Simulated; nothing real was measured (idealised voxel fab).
Process module name: voxel ribs on slabs
Displayed cross-section: cut, width of 210 nm, square cells sized 5 nm.
Bands, listed from the top down, are how a cross-section gets written in this document; the cross-section itself is a grid of square cells, and a band is one or more rows of them. First you get the band's top height and its bottom height, in nm, and then the materials it's made of, left to right, with each width in nm. If you see a single material with "edge to edge", that one covers the band edge to edge. "blank" is empty space. Zero point of the height axis is 0; under it, received wafer = one material. Lowest band: continues down indefinitely, "0 and below". A two-number width, for instance "30 to 40", indicates that the width is equal to the first number in the top row of the band and to the second number in the bottom row, and that it changes by a constant amount per row of cells. "everything unchanged" (step): cross-section cells unchanged, all of them. The list in "Enclosed voids" covers empty spaces of 8 cells or more that cannot reach the top through any open way, and it gives each as width x height at distance; the distance is from the left edge, and width, height and distance are in nm. It should be noted that, on the line of a given step, the content following the step's settings is a remark produced by the simulator itself with respect to that step. Among the settings permitted on a step's line is "overlay nm"; applied to a step with a mask, it specifies the extent to which the mask lay to the right of its planned position, whereas a negative figure signifies a position to the left.
-- The planned process steps are enumerated hereunder
1. RECEIVE,material Si
2. DIRECTIONAL_DEP,material SiO2,thk nm 25
3. DIRECTIONAL_DEP,material SiN,thk nm 25
4. MASKED_ETCH,tone cover,mask id RIB,width nm 15,etch materials SiN,depth nm 10,overlay nm 0
5. PATTERN,tone cover,mask id SLAB,material resist,width nm 65,thk nm 15,overlay nm 0
6. DIRECTIONAL_ETCH,etch materials SiN,depth nm 15
7. STRIP,etch materials resist
8. FILL_DEP,material SiO2,thk nm 25
9. CMP,height nm 70
10. DIRECTIONAL_DEP,material TiN,thk nm 5
11. PATTERN,tone cover,mask id HEATER,material resist,width nm 25,thk nm 20,overlay nm 0
12. DIRECTIONAL_ETCH,etch materials TiN,depth nm 5
13. STRIP,etch materials resist
14. CONFORMAL_DEP,material SiN,thk nm 10
-- So this is the incoming wafer in cross-section - it's already been through step 1
0 and below = Si edge to edge
Enclosed voids: none
-- first wafer at the end, as planned
85 down to 80 = 80 blank  45 SiN  85 blank
80 down to 75 = SiN edge to edge
75 down to 70 = 90 SiN  25 TiN  95 SiN
70 down to 50 = SiO2 edge to edge
50 down to 40 = 95 SiO2  15 SiN  100 SiO2
40 down to 25 = 70 SiO2  65 SiN  75 SiO2
25 down to 0 = SiO2 edge to edge
0 and below = Si edge to edge
Enclosed voids: none
-- Here is the second of the two wafers cut open at the end of the module - same start, same plan as the first one, but we made one mistake running it
85 down to 80 = 100 SiN  5 blank  105 SiN
80 down to 75 = SiN edge to edge
75 down to 70 = 90 TiN  25 SiN  95 TiN
70 down to 50 = SiO2 edge to edge
50 down to 40 = 95 SiO2  15 SiN  100 SiO2
40 down to 25 = 70 SiO2  65 SiN  75 SiO2
25 down to 0 = SiO2 edge to edge
0 and below = Si edge to edge
Enclosed voids: none
Deviation noted in wafer processing: step 11 did not use the planned setting and instead ran as PATTERN,tone open,mask id HEATER,material resist,width nm 25,thk nm 20,overlay nm 0
Once processing is complete, comparing cell counts shows that the second wafer has more or fewer of certain materials than the first: 32 more of TiN
